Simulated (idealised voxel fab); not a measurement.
The name of this process module is voxel transistor to metal.
FYI the section here is cut, 175 nm wide, cells are 5 nm squares.
A cross-section is a grid of square cells, given in bands from the top down. A band is one or more rows of cells.
Band: top and bottom heights (nm) first, top before bottom; then materials from left to right, widths in nm. "full width" marks a sole material filling the band edge to edge. "blank" denotes empty space.
All heights in this document are referenced to 0, defined as the level beneath which the wafer, as received, consists entirely of one material. The lowest band is not bounded below; it extends indefinitely downward and is written in the form "from 0 down".
You'd read "30->40" like this: the band's top row of cells is as wide as the first number, its bottom row is as wide as the second, and going down, every row changes width by the same amount as the row before did.
Step marked "left unchanged"? Then no cell in the cross-section changed in it.
"Non-vented voids" lists enclosed empty spaces (at least 8 cells, no open path upward to the top), each as width x height at distance from the left edge, in nm.
Past the settings on a step's line: simulator remark, on that step.
overlay nm, on a step with a mask: how far to the right of its planned place the mask lay; to the left if negative
Planned process steps:
1: RECEIVE, material Si
2: OXIDIZE, depth nm 5
3: CONFORMAL_DEP, material SiN, thk nm 10
4: DIRECTIONAL_DEP, material aC, thk nm 10
5: PATTERN, tone cover, mask id ACTIVE, material resist, width nm 105, thk nm 30, overlay nm 0
6: DIRECTIONAL_ETCH, etch materials aC, depth nm 10
7: STRIP, etch materials resist
8: DIRECTIONAL_ETCH, etch materials SiN, depth nm 10
9: DIRECTIONAL_ETCH, etch materials SiO2, depth nm 5
10: DIRECTIONAL_ETCH, etch materials Si, depth nm 25
11: STRIP, etch materials aC
12: FILL_DEP, material SiO2, thk nm 15
13: CMP, height nm 10
14: SELECTIVE_ETCH, etch materials SiO2, depth nm 5
15: STRIP, etch materials SiN
16: SELECTIVE_ETCH, etch materials SiO2, depth nm 5
17: OXIDIZE, depth nm 5
18: DIRECTIONAL_DEP, material polySi, thk nm 30
19: DIRECTIONAL_DEP, material SiCN, thk nm 15
20: PATTERN, tone cover, mask id GATE, material resist, width nm 15, thk nm 20, overlay nm 0
21: DIRECTIONAL_ETCH, etch materials SiCN, depth nm 25
22: DIRECTIONAL_ETCH, etch materials polySi, depth nm 40
23: STRIP, etch materials resist
24: CONFORMAL_DEP, material SiO2, thk nm 5
25: DIRECTIONAL_ETCH, etch materials SiO2, depth nm 5
26: CONFORMAL_DEP, material SiN, thk nm 10
27: DIRECTIONAL_ETCH, etch materials SiN, depth nm 10
28: DIRECTIONAL_ETCH, etch materials SiO2, depth nm 5
29: DIRECTIONAL_ETCH, etch materials Si, depth nm 15
30: EPI, material pSi, thk nm 20
31: FILL_DEP, material SiO2, thk nm 5
32: CMP, height nm 40
33: DIRECTIONAL_DEP, material SiO2, thk nm 15
34: PATTERN, tone open, mask id CONTACT, material resist, width nm 20, pitch nm 65, thk nm 20, overlay nm 0
35: DIRECTIONAL_ETCH, etch materials SiO2, depth nm 45
36: STRIP, etch materials resist
37: CONFORMAL_DEP, material TiN, thk nm 5
38: FILL_DEP, material Ru, thk nm 5
39: CMP, height nm 55
40: DIRECTIONAL_DEP, material TiN, thk nm 5
41: DIRECTIONAL_DEP, material Ru, thk nm 25
42: PATTERN, tone cover, mask id METAL_1, material resist, width nm 20, pitch nm 65, thk nm 20, overlay nm 0
43: DIRECTIONAL_ETCH, etch materials Ru, depth nm 25
44: DIRECTIONAL_ETCH, etch materials TiN, depth nm 5
45: STRIP, etch materials resist
46: FILL_DEP, material SiO2, thk nm 5
47: CMP, height nm 85
48: CONFORMAL_DEP, material SiN, thk nm 5
The first of two wafers, run as planned:
Incoming wafer in cross-section (state: after step 1):
    from 0 down: Si full width
    Non-vented voids: none
The wafer, seen in cross-section, after step 2:
    from 0 to -5: SiO2 full width
    Below -5, the layers are the same as they were.
The wafer, seen in cross-section, after step 3:
    from 10 to 0: SiN full width
    Below 0, the layers are the same as they were.
The wafer, seen in cross-section, after step 4:
    from 20 to 10: aC full width
    Below 10, the layers are the same as they were.
The wafer, seen in cross-section, after step 5:
    from 50 to 20: blank 35, then resist 105, then blank 35
    Below 20, the layers are the same as they were.
The wafer, seen in cross-section, after step 6:
    from 40 to 20: blank 35, then resist 105, then blank 35
    from 20 to 10: blank 35, then aC 105, then blank 35
    Below 10, the layers are the same as they were.
The wafer, seen in cross-section, after step 7:
    from 20 to 10: blank 35, then aC 105, then blank 35
    Below 10, the layers are the same as they were.
The wafer, seen in cross-section, after step 8:
    from 20 to 10: blank 35, then aC 105, then blank 35
    from 10 to 0: blank 35, then SiN 105, then blank 35
    Below 0, the layers are the same as they were.
The wafer, seen in cross-section, after step 9:
    from 20 to 10: blank 35, then aC 105, then blank 35
    from 10 to 0: blank 35, then SiN 105, then blank 35
    from 0 to -5: blank 35, then SiO2 105, then blank 35
    Below -5, the layers are the same as they were.
The wafer, seen in cross-section, after step 10:
    from 20 to 10: blank 35, then aC 105, then blank 35
    from 10 to 0: blank 35, then SiN 105, then blank 35
    from 0 to -5: blank 35, then SiO2 105, then blank 35
    from -5 to -30: blank 35, then Si 105, then blank 35
    Below -30, the layers are the same as they were.
The wafer, seen in cross-section, after step 11:
    from 10 to 0: blank 35, then SiN 105, then blank 35
    Below 0, the layers are the same as they were.
The wafer, seen in cross-section, after step 12:
    from 25 to 10: SiO2 full width
    from 10 to 0: SiO2 35, then SiN 105, then SiO2 35
    from 0 to -5: SiO2 full width
    from -5 to -30: SiO2 35, then Si 105, then SiO2 35
    Below -30, the layers are the same as they were.
The wafer, seen in cross-section, after step 13:
    from 10 to 0: SiO2 35, then SiN 105, then SiO2 35
    Below 0, the layers are the same as they were.
The wafer, seen in cross-section, after step 14:
    from 10 to 5: blank 35, then SiN 105, then blank 35
    Below 5, the layers are the same as they were.
The wafer, seen in cross-section, after step 15:
    from 5 to 0: SiO2 35, then blank 105, then SiO2 35
    Below 0, the layers are the same as they were.
The wafer, seen in cross-section, after step 16:
    from 0 to -5: SiO2 30, then blank 115, then SiO2 30
    Below -5, the layers are the same as they were.
The wafer, seen in cross-section, after step 17:
    from 0 to -5: SiO2 30, then blank 115, then SiO2 30
    from -5 to -10: SiO2 full width
    Below -10, the layers are the same as they were.
The wafer, seen in cross-section, after step 18:
    from 30 to 25: polySi 30, then blank 115, then polySi 30
    from 25 to 0: polySi full width
    from 0 to -5: SiO2 30, then polySi 115, then SiO2 30
    Below -5, the layers are the same as they were.
The wafer, seen in cross-section, after step 19:
    from 45 to 40: SiCN 30, then blank 115, then SiCN 30
    from 40 to 30: SiCN full width
    from 30 to 25: polySi 30, then SiCN 115, then polySi 30
    Below 25, the layers are the same as they were.
The wafer, seen in cross-section, after step 20:
    from 65 to 45: blank 80, then resist 15, then blank 80
    from 45 to 40: SiCN 30, then blank 50, then resist 15, then blank 50, then SiCN 30
    Below 40, the layers are the same as they were.
The wafer, seen in cross-section, after step 21:
    from 65 to 40: blank 80, then resist 15, then blank 80
    from 40 to 30: blank 80, then SiCN 15, then blank 80
    from 30 to 25: polySi 30, then blank 50, then SiCN 15, then blank 50, then polySi 30
    Below 25, the layers are the same as they were.
The wafer, seen in cross-section, after step 22:
    from 65 to 40: blank 80, then resist 15, then blank 80
    from 40 to 25: blank 80, then SiCN 15, then blank 80
    from 25 to 0: blank 80, then polySi 15, then blank 80
    from 0 to -5: SiO2 30, then blank 50, then polySi 15, then blank 50, then SiO2 30
    Below -5, the layers are the same as they were.
The wafer, seen in cross-section, after step 23:
    from 40 to 25: blank 80, then SiCN 15, then blank 80
    Below 25, the layers are the same as they were.
The wafer, seen in cross-section, after step 24:
    from 45 to 40: blank 75, then SiO2 25, then blank 75
    from 40 to 25: blank 75, then SiO2 5, then SiCN 15, then SiO2 5, then blank 75
    from 25 to 5: blank 75, then SiO2 5, then polySi 15, then SiO2 5, then blank 75
    from 5 to 0: SiO2 35, then blank 40, then SiO2 5, then polySi 15, then SiO2 5, then blank 40, then SiO2 35
    from 0 to -5: SiO2 80, then polySi 15, then SiO2 80
    Below -5, the layers are the same as they were.
The wafer, seen in cross-section, after step 25:
    from 40 to 25: blank 75, then SiO2 5, then SiCN 15, then SiO2 5, then blank 75
    from 25 to 0: blank 75, then SiO2 5, then polySi 15, then SiO2 5, then blank 75
    from 0 to -5: SiO2 35, then blank 40, then SiO2 5, then polySi 15, then SiO2 5, then blank 40, then SiO2 35
    Below -5, the layers are the same as they were.
The wafer, seen in cross-section, after step 26:
    from 50 to 40: blank 65, then SiN 45, then blank 65
    from 40 to 25: blank 65, then SiN 10, then SiO2 5, then SiCN 15, then SiO2 5, then SiN 10, then blank 65
    from 25 to 10: blank 65, then SiN 10, then SiO2 5, then polySi 15, then SiO2 5, then SiN 10, then blank 65
    from 10 to 5: SiN 45, then blank 20, then SiN 10, then SiO2 5, then polySi 15, then SiO2 5, then SiN 10, then blank 20, then SiN 45
    from 5 to 0: SiN 75, then SiO2 5, then polySi 15, then SiO2 5, then SiN 75
    from 0 to -5: SiO2 35, then SiN 40, then SiO2 5, then polySi 15, then SiO2 5, then SiN 40, then SiO2 35
    Below -5, the layers are the same as they were.
The wafer, seen in cross-section, after step 27:
    from 40 to 25: blank 65, then SiN 10, then SiO2 5, then SiCN 15, then SiO2 5, then SiN 10, then blank 65
    from 25 to 0: blank 65, then SiN 10, then SiO2 5, then polySi 15, then SiO2 5, then SiN 10, then blank 65
    from 0 to -5: SiO2 35, then SiN 10, then blank 20, then SiN 10, then SiO2 5, then polySi 15, then SiO2 5, then SiN 10, then blank 20, then SiN 10, then SiO2 35
    Below -5, the layers are the same as they were.
The wafer, seen in cross-section, after step 28:
    from 40 to 35: blank 65, then SiN 10, then blank 5, then SiCN 15, then blank 5, then SiN 10, then blank 65
    from 35 to 25: blank 65, then SiN 10, then SiO2 5, then SiCN 15, then SiO2 5, then SiN 10, then blank 65
    from 25 to 0: blank 65, then SiN 10, then SiO2 5, then polySi 15, then SiO2 5, then SiN 10, then blank 65
    from 0 to -5: blank 35, then SiN 10, then blank 20, then SiN 10, then SiO2 5, then polySi 15, then SiO2 5, then SiN 10, then blank 20, then SiN 10, then blank 35
    from -5 to -10: SiO2 45, then blank 20, then SiO2 45, then blank 20, then SiO2 45
    Below -10, the layers are the same as they were.
The wafer, seen in cross-section, after step 29:
    from 40 to 35: blank 65, then SiN 10, then blank 5, then SiCN 15, then blank 5, then SiN 10, then blank 65
    from 35 to 25: blank 65, then SiN 10, then SiO2 5, then SiCN 15, then SiO2 5, then SiN 10, then blank 65
    from 25 to 0: blank 65, then SiN 10, then SiO2 5, then polySi 15, then SiO2 5, then SiN 10, then blank 65
    from 0 to -5: blank 35, then SiN 10, then blank 20, then SiN 10, then SiO2 5, then polySi 15, then SiO2 5, then SiN 10, then blank 20, then SiN 10, then blank 35
    from -5 to -10: SiO2 45, then blank 20, then SiO2 45, then blank 20, then SiO2 45
    from -10 to -25: SiO2 35, then Si 10, then blank 20, then Si 45, then blank 20, then Si 10, then SiO2 35
    Below -25, the layers are the same as they were.
The wafer, seen in cross-section, after step 30:
    from 40 to 35: blank 65, then SiN 10, then blank 5, then SiCN 15, then blank 5, then SiN 10, then blank 65
    from 35 to 25: blank 65, then SiN 10, then SiO2 5, then SiCN 15, then SiO2 5, then SiN 10, then blank 65
    from 25 to 10: blank 65, then SiN 10, then SiO2 5, then polySi 15, then SiO2 5, then SiN 10, then blank 65
    from 10 to 0: blank 35, then pSi 30, then SiN 10, then SiO2 5, then polySi 15, then SiO2 5, then SiN 10, then pSi 30, then blank 35
    from 0 to -5: blank 35, then SiN 10, then pSi 20, then SiN 10, then SiO2 5, then polySi 15, then SiO2 5, then SiN 10, then pSi 20, then SiN 10, then blank 35
    from -5 to -10: SiO2 45, then pSi 20, then SiO2 45, then pSi 20, then SiO2 45
    from -10 to -25: SiO2 35, then Si 10, then pSi 20, then Si 45, then pSi 20, then Si 10, then SiO2 35
    Below -25, the layers are the same as they were.
The wafer, seen in cross-section, after step 31:
    from 45 to 40: SiO2 full width
    from 40 to 25: SiO2 65, then SiN 10, then SiO2 5, then SiCN 15, then SiO2 5, then SiN 10, then SiO2 65
    from 25 to 10: SiO2 65, then SiN 10, then SiO2 5, then polySi 15, then SiO2 5, then SiN 10, then SiO2 65
    from 10 to 0: SiO2 35, then pSi 30, then SiN 10, then SiO2 5, then polySi 15, then SiO2 5, then SiN 10, then pSi 30, then SiO2 35
    from 0 to -5: SiO2 35, then SiN 10, then pSi 20, then SiN 10, then SiO2 5, then polySi 15, then SiO2 5, then SiN 10, then pSi 20, then SiN 10, then SiO2 35
    Below -5, the layers are the same as they were.
The wafer, seen in cross-section, after step 32:
    from 40 to 25: SiO2 65, then SiN 10, then SiO2 5, then SiCN 15, then SiO2 5, then SiN 10, then SiO2 65
    Below 25, the layers are the same as they were.
The wafer, seen in cross-section, after step 33:
    from 55 to 40: SiO2 full width
    Below 40, the layers are the same as they were.
The wafer, seen in cross-section, after step 34:
    from 75 to 55: resist 45, then blank 20, then resist 45, then blank 20, then resist 45
    Below 55, the layers are the same as they were.
The wafer, seen in cross-section, after step 35:
    from 75 to 55: resist 45, then blank 20, then resist 45, then blank 20, then resist 45
    from 55 to 40: SiO2 45, then blank 20, then SiO2 45, then blank 20, then SiO2 45
    from 40 to 25: SiO2 45, then blank 20, then SiN 10, then SiO2 5, then SiCN 15, then SiO2 5, then SiN 10, then blank 20, then SiO2 45
    from 25 to 10: SiO2 45, then blank 20, then SiN 10, then SiO2 5, then polySi 15, then SiO2 5, then SiN 10, then blank 20, then SiO2 45
    Below 10, the layers are the same as they were.
The wafer, seen in cross-section, after step 36:
    from 55 to 40: SiO2 45, then blank 20, then SiO2 45, then blank 20, then SiO2 45
    Below 40, the layers are the same as they were.
The wafer, seen in cross-section, after step 37:
    from 60 to 55: TiN 50, then blank 10, then TiN 55, then blank 10, then TiN 50
    from 55 to 40: SiO2 45, then TiN 5, then blank 10, then TiN 5, then SiO2 45, then TiN 5, then blank 10, then TiN 5, then SiO2 45
    from 40 to 25: SiO2 45, then TiN 5, then blank 10, then TiN 5, then SiN 10, then SiO2 5, then SiCN 15, then SiO2 5, then SiN 10, then TiN 5, then blank 10, then TiN 5, then SiO2 45
    from 25 to 15: SiO2 45, then TiN 5, then blank 10, then TiN 5, then SiN 10, then SiO2 5, then polySi 15, then SiO2 5, then SiN 10, then TiN 5, then blank 10, then TiN 5, then SiO2 45
    from 15 to 10: SiO2 45, then TiN 20, then SiN 10, then SiO2 5, then polySi 15, then SiO2 5, then SiN 10, then TiN 20, then SiO2 45
    Below 10, the layers are the same as they were.
The wafer, seen in cross-section, after step 38:
    from 65 to 60: Ru full width
    from 60 to 55: TiN 50, then Ru 10, then TiN 55, then Ru 10, then TiN 50
    from 55 to 40: SiO2 45, then TiN 5, then Ru 10, then TiN 5, then SiO2 45, then TiN 5, then Ru 10, then TiN 5, then SiO2 45
    from 40 to 25: SiO2 45, then TiN 5, then Ru 10, then TiN 5, then SiN 10, then SiO2 5, then SiCN 15, then SiO2 5, then SiN 10, then TiN 5, then Ru 10, then TiN 5, then SiO2 45
    from 25 to 15: SiO2 45, then TiN 5, then Ru 10, then TiN 5, then SiN 10, then SiO2 5, then polySi 15, then SiO2 5, then SiN 10, then TiN 5, then Ru 10, then TiN 5, then SiO2 45
    Below 15, the layers are the same as they were.
The wafer, seen in cross-section, after step 39:
    from 55 to 40: SiO2 45, then TiN 5, then Ru 10, then TiN 5, then SiO2 45, then TiN 5, then Ru 10, then TiN 5, then SiO2 45
    Below 40, the layers are the same as they were.
The wafer, seen in cross-section, after step 40:
    from 60 to 55: TiN full width
    Below 55, the layers are the same as they were.
The wafer, seen in cross-section, after step 41:
    from 85 to 60: Ru full width
    Below 60, the layers are the same as they were.
The wafer, seen in cross-section, after step 42:
    from 105 to 85: blank 45, then resist 20, then blank 45, then resist 20, then blank 45
    Below 85, the layers are the same as they were.
The wafer, seen in cross-section, after step 43:
    from 105 to 85: blank 45, then resist 20, then blank 45, then resist 20, then blank 45
    from 85 to 60: blank 45, then Ru 20, then blank 45, then Ru 20, then blank 45
    Below 60, the layers are the same as they were.
The wafer, seen in cross-section, after step 44:
    from 105 to 85: blank 45, then resist 20, then blank 45, then resist 20, then blank 45
    from 85 to 60: blank 45, then Ru 20, then blank 45, then Ru 20, then blank 45
    from 60 to 55: blank 45, then TiN 20, then blank 45, then TiN 20, then blank 45
    Below 55, the layers are the same as they were.
The wafer, seen in cross-section, after step 45:
    from 85 to 60: blank 45, then Ru 20, then blank 45, then Ru 20, then blank 45
    Below 60, the layers are the same as they were.
The wafer, seen in cross-section, after step 46:
    from 90 to 85: SiO2 full width
    from 85 to 60: SiO2 45, then Ru 20, then SiO2 45, then Ru 20, then SiO2 45
    from 60 to 55: SiO2 45, then TiN 20, then SiO2 45, then TiN 20, then SiO2 45
    Below 55, the layers are the same as they were.
The wafer, seen in cross-section, after step 47:
    from 85 to 60: SiO2 45, then Ru 20, then SiO2 45, then Ru 20, then SiO2 45
    Below 60, the layers are the same as they were.
The wafer, seen in cross-section, after step 48:
    from 90 to 85: SiN full width
    Below 85, the layers are the same as they were.
Wafer two of the pair: same origin, same plan, one error during the run; identical to wafer one up to and including step 32:
Second wafer at the planned finish of step 33, seen in cross-section:
    from 70 to 40: SiO2 full width
    Below 40, the layers are the same as they were.
Second wafer at the planned finish of step 34, seen in cross-section:
    from 90 to 70: resist 45, then blank 20, then resist 45, then blank 20, then resist 45
    Below 70, the layers are the same as they were.
Second wafer at the planned finish of step 35, seen in cross-section:
    from 90 to 70: resist 45, then blank 20, then resist 45, then blank 20, then resist 45
    from 70 to 40: SiO2 45, then blank 20, then SiO2 45, then blank 20, then SiO2 45
    from 40 to 25: SiO2 45, then blank 20, then SiN 10, then SiO2 5, then SiCN 15, then SiO2 5, then SiN 10, then blank 20, then SiO2 45
    Below 25, the layers are the same as they were.
Second wafer at the planned finish of step 36, seen in cross-section:
    from 70 to 40: SiO2 45, then blank 20, then SiO2 45, then blank 20, then SiO2 45
    Below 40, the layers are the same as they were.
Second wafer at the planned finish of step 37, seen in cross-section:
    from 75 to 70: TiN 50, then blank 10, then TiN 55, then blank 10, then TiN 50
    from 70 to 40: SiO2 45, then TiN 5, then blank 10, then TiN 5, then SiO2 45, then TiN 5, then blank 10, then TiN 5, then SiO2 45
    from 40 to 30: SiO2 45, then TiN 5, then blank 10, then TiN 5, then SiN 10, then SiO2 5, then SiCN 15, then SiO2 5, then SiN 10, then TiN 5, then blank 10, then TiN 5, then SiO2 45
    from 30 to 25: SiO2 45, then TiN 20, then SiN 10, then SiO2 5, then SiCN 15, then SiO2 5, then SiN 10, then TiN 20, then SiO2 45
    Below 25, the layers are the same as they were.
Second wafer at the planned finish of step 38, seen in cross-section:
    from 80 to 75: Ru full width
    from 75 to 70: TiN 50, then Ru 10, then TiN 55, then Ru 10, then TiN 50
    from 70 to 40: SiO2 45, then TiN 5, then Ru 10, then TiN 5, then SiO2 45, then TiN 5, then Ru 10, then TiN 5, then SiO2 45
    from 40 to 30: SiO2 45, then TiN 5, then Ru 10, then TiN 5, then SiN 10, then SiO2 5, then SiCN 15, then SiO2 5, then SiN 10, then TiN 5, then Ru 10, then TiN 5, then SiO2 45
    Below 30, the layers are the same as they were.
Second wafer at the planned finish of step 39, seen in cross-section:
    from 55 to 40: SiO2 45, then TiN 5, then Ru 10, then TiN 5, then SiO2 45, then TiN 5, then Ru 10, then TiN 5, then SiO2 45
    Below 40, the layers are the same as they were.
Second wafer at the planned finish of step 40, seen in cross-section:
    from 60 to 55: TiN full width
    Below 55, the layers are the same as they were.
Second wafer at the planned finish of step 41, seen in cross-section:
    from 85 to 60: Ru full width
    Below 60, the layers are the same as they were.
Second wafer at the planned finish of step 42, seen in cross-section:
    from 105 to 85: blank 45, then resist 20, then blank 45, then resist 20, then blank 45
    Below 85, the layers are the same as they were.
Second wafer at the planned finish of step 43, seen in cross-section:
    from 105 to 85: blank 45, then resist 20, then blank 45, then resist 20, then blank 45
    from 85 to 60: blank 45, then Ru 20, then blank 45, then Ru 20, then blank 45
    Below 60, the layers are the same as they were.
Second wafer at the planned finish of step 44, seen in cross-section:
    from 105 to 85: blank 45, then resist 20, then blank 45, then resist 20, then blank 45
    from 85 to 60: blank 45, then Ru 20, then blank 45, then Ru 20, then blank 45
    from 60 to 55: blank 45, then TiN 20, then blank 45, then TiN 20, then blank 45
    Below 55, the layers are the same as they were.
Second wafer at the planned finish of step 45, seen in cross-section:
    from 85 to 60: blank 45, then Ru 20, then blank 45, then Ru 20, then blank 45
    Below 60, the layers are the same as they were.
Second wafer at the planned finish of step 46, seen in cross-section:
    from 90 to 85: SiO2 full width
    from 85 to 60: SiO2 45, then Ru 20, then SiO2 45, then Ru 20, then SiO2 45
    from 60 to 55: SiO2 45, then TiN 20, then SiO2 45, then TiN 20, then SiO2 45
    Below 55, the layers are the same as they were.
Second wafer at the planned finish of step 47, seen in cross-section:
    from 85 to 60: SiO2 45, then Ru 20, then SiO2 45, then Ru 20, then SiO2 45
    Below 60, the layers are the same as they were.
Second wafer at the planned finish of step 48, seen in cross-section:
    from 90 to 85: SiN full width
    Below 85, the layers are the same as they were.
Against the plan, the run slipped here: step 33 of the plan was performed twice
End check, counted in cells, second wafer has more or fewer of these materials than the first: 12 fewer of Ru; 24 more of SiO2; 12 fewer of TiN
